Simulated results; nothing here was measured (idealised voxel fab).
Presented below is a process module, voxel gate over fins.
Square cell edge 5 nm, section width 220 nm, ID cut.
This document writes a cross-section as a grid whose cells are square, and gives it as bands, listed from the top down; one or more rows of cells form a band. Heads up on the band format: heights come first, top then bottom, in nm. After that it's the materials left to right, each with its width in nm. A single material flagged "all across" fills the whole band edge to edge, and "empty" means there's empty space there. For the purposes of this specification, 0 denotes the height below which the wafer in its as-received condition is composed wholly of one material, and the lowermost band, lacking a lower limit, extends downward without end, as expressed in "z 0 and below". Think of "30->40" as a width that walks from the first number to the second as you go down the band, top row to bottom row, taking equal-sized steps from row to row. The designation "left unchanged", where it is given for a processing step, indicates that no cell of the cross-section was altered in the course of that step. Listed in "Closed void table": every empty space of 8 or more cells without an open way to the top. Form: width x height at distance, the distance being from the left edge, all in nm. If you see something after the settings on a step's line, that's the simulator's own remark about that step. The setting "overlay nm" may be written on the line of a step. When the step uses a mask, the value reports how far to the right of the planned place the mask lay, and a negative value reports that it lay to the left.
**The process steps that were planned are listed below**
1. RECEIVE: material Si
2. CONFORMAL_DEP: material SiN, thk nm 10
3. PATTERN: tone cover, mask id FINS, material resist, width nm 15, pitch nm 45, thk nm 15, overlay nm 0
4. DIRECTIONAL_ETCH: etch materials SiN, depth nm 10
5. DIRECTIONAL_ETCH: etch materials Si, depth nm 40
6. STRIP: etch materials resist
7. FILL_DEP: material SiO2, thk nm 15
8. CMP: height nm 10
9. SELECTIVE_ETCH: etch materials SiO2, depth nm 20
10. STRIP: etch materials SiN
11. CONFORMAL_DEP: material HfO2, thk nm 5
12. CONFORMAL_DEP: material TiN, thk nm 5
13. CONFORMAL_DEP: material TiAl, thk nm 5
14. CONFORMAL_DEP: material TiN, thk nm 5
15. FILL_DEP: material W, thk nm 15
16. CMP: height nm 30
17. CONFORMAL_DEP: material SiCN, thk nm 10
**as received, after step 1**
> z 0 and below | Si all across
> Closed void table: none
**Cross-sectional result after module completion. Note: starting condition and plan are unchanged from above; one processing mistake was made**
> z 40 to 30 | SiCN all across
> z 30 to 20 | W all across
> z 20 to 15 | W (25), then TiN (190), then W (5)
> z 15 to 10 | W (25), then TiN (5), then TiAl (180), then TiN (5), then W (5)
> z 10 to 5 | TiN (30), then TiAl (5), then TiN (35), then TiAl (10), then TiN (35), then TiAl (10), then TiN (35), then TiAl (10), then TiN (35), then TiAl (5), then TiN (10)
> z 5 to 0 | TiAl (35), then TiN (5), then HfO2 (25), then TiN (5), then TiAl (10), then TiN (5), then HfO2 (25), then TiN (5), then TiAl (10), then TiN (5), then HfO2 (25), then TiN (5), then TiAl (10), then TiN (5), then HfO2 (25), then TiN (5), then TiAl (15)
> z 0 to -5 | TiN (40), then HfO2 (5), then Si (15), then HfO2 (5), then TiN (20), then HfO2 (5), then Si (15), then HfO2 (5), then TiN (20), then HfO2 (5), then Si (15), then HfO2 (5), then TiN (20), then HfO2 (5), then Si (15), then HfO2 (5), then TiN (20)
> z -5 to -10 | HfO2 (45), then Si (15), then HfO2 (30), then Si (15), then HfO2 (30), then Si (15), then HfO2 (30), then Si (15), then HfO2 (25)
> z -10 to -40 | SiO2 (45), then Si (15), then SiO2 (30), then Si (15), then SiO2 (30), then Si (15), then SiO2 (30), then Si (15), then SiO2 (25)
> z -40 and below | Si all across
> Closed void table: none
Heads up, the wafer didn't run the way we planned it: step 3 ran differently from the plan; actual operation with settings: PATTERN: tone cover, mask id FINS, material resist, width nm 15, pitch nm 45, thk nm 15, overlay nm 10
